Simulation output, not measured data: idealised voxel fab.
Process module under the name voxel released beams
Square cell edge 5 nm, section width 265 nm, ID cut.
Just so we're on the same page, the cross-sections are grids of square cells, and they're listed out in bands top to bottom, each band one or more rows deep.
Each band's line starts with the height of the band's top and of its bottom, in nm. Then come its materials from left to right, each with its width in nm. One material with "full width" fills the band from edge to edge. "air" is empty space.
We count height from 0. Below that, the starting wafer is all one material. The lowest band never ends at the bottom but goes on down; see "0 nm and below" for how that is written.
Width: "30..40" (first number = top row, second number = bottom row, same change from row to row of cells).
You'll sometimes find "changes: none" written for a step, and that's the way of saying that nowhere in the cross-section did a cell change during that step.
The list in "Closed cavity list" covers empty spaces of 8 cells or more that cannot reach the top through any open way, and it gives each as width x height at distance; the distance is from the left edge, and width, height and distance are in nm.
Text after the settings on a step's line: the simulator's own remark on that step.
overlay nm: right-of-plan distance of the mask on a masked step; negative values mean left-of-plan.

STEPS PLANNED FOR THE PROCESS
| 1 | RECEIVE [material Si] |
| 2 | CONFORMAL_DEP [material SiN] [thk nm 5] |
| 3 | DIRECTIONAL_DEP [material SiO2] [thk nm 20] |
| 4 | DIRECTIONAL_DEP [material aC] [thk nm 5] |
| 5 | PATTERN [tone open] [mask id ANCHOR] [material resist] [width nm 25] [thk nm 25] [overlay nm 0] |
| 6 | DIRECTIONAL_ETCH [etch materials aC] [depth nm 10] |
| 7 | STRIP [etch materials resist] |
| 8 | DIRECTIONAL_ETCH [etch materials SiO2] [depth nm 20] |
| 9 | STRIP [etch materials aC] |
| 10 | CONFORMAL_DEP [material W] [thk nm 10] |
| 11 | MASKED_ETCH [tone cover] [mask id BEAM] [width nm 95] [etch materials W] [depth nm 10] [overlay nm 0] |
| 12 | STRIP [etch materials SiO2] |
Be aware that, although all wafers share a common starting state, the thk nm at step 4 differs among them, and the plan displays the first wafer's value.

RECEIVED CONDITION OF THE FIRST OF SEVERAL WAFERS, SECTIONED: POST-STEP 1
> 0 nm and below: Si full width
> Closed cavity list: none

AT THE END OF THE MODULE, AFTER ITS LAST STEP, STEP 12, THE FIRST OF SEVERAL WAFERS APPEARS IN CROSS-SECTION AS FOLLOWS
> 35 nm to 25 nm: air (80) | W (15) | air (5) | W (75) | air (90)
> 25 nm to 15 nm: air (85) | W (10) | air (5) | W (10) | air (155)
> 15 nm to 5 nm: air (85) | W (25) | air (155)
> 5 nm to 0 nm: SiN full width
> 0 nm and below: Si full width
> Closed cavity list: none

CROSS-SECTIONAL VIEW, END OF MODULE, LAST WAFER OF SEVERAL
> 5 nm to 0 nm: SiN full width
> 0 nm and below: Si full width
> Closed cavity list: none

ROWS = WAFERS. AT MODULE END, EACH ROW LISTS PER MATERIAL THE CELLS GAINED (+) OR LOST (-) SINCE THE WAFER WAS RECEIVED, THEN THE CLOSED VOIDS
thk nm 5; +53 SiN; +54 W; Closed cavity list: none
thk nm 10; +53 SiN; +54 W; Closed cavity list: none
thk nm 15; +53 SiN; Closed cavity list: none
thk nm 20; +53 SiN; Closed cavity list: none
thk nm 25; +53 SiN; Closed cavity list: none
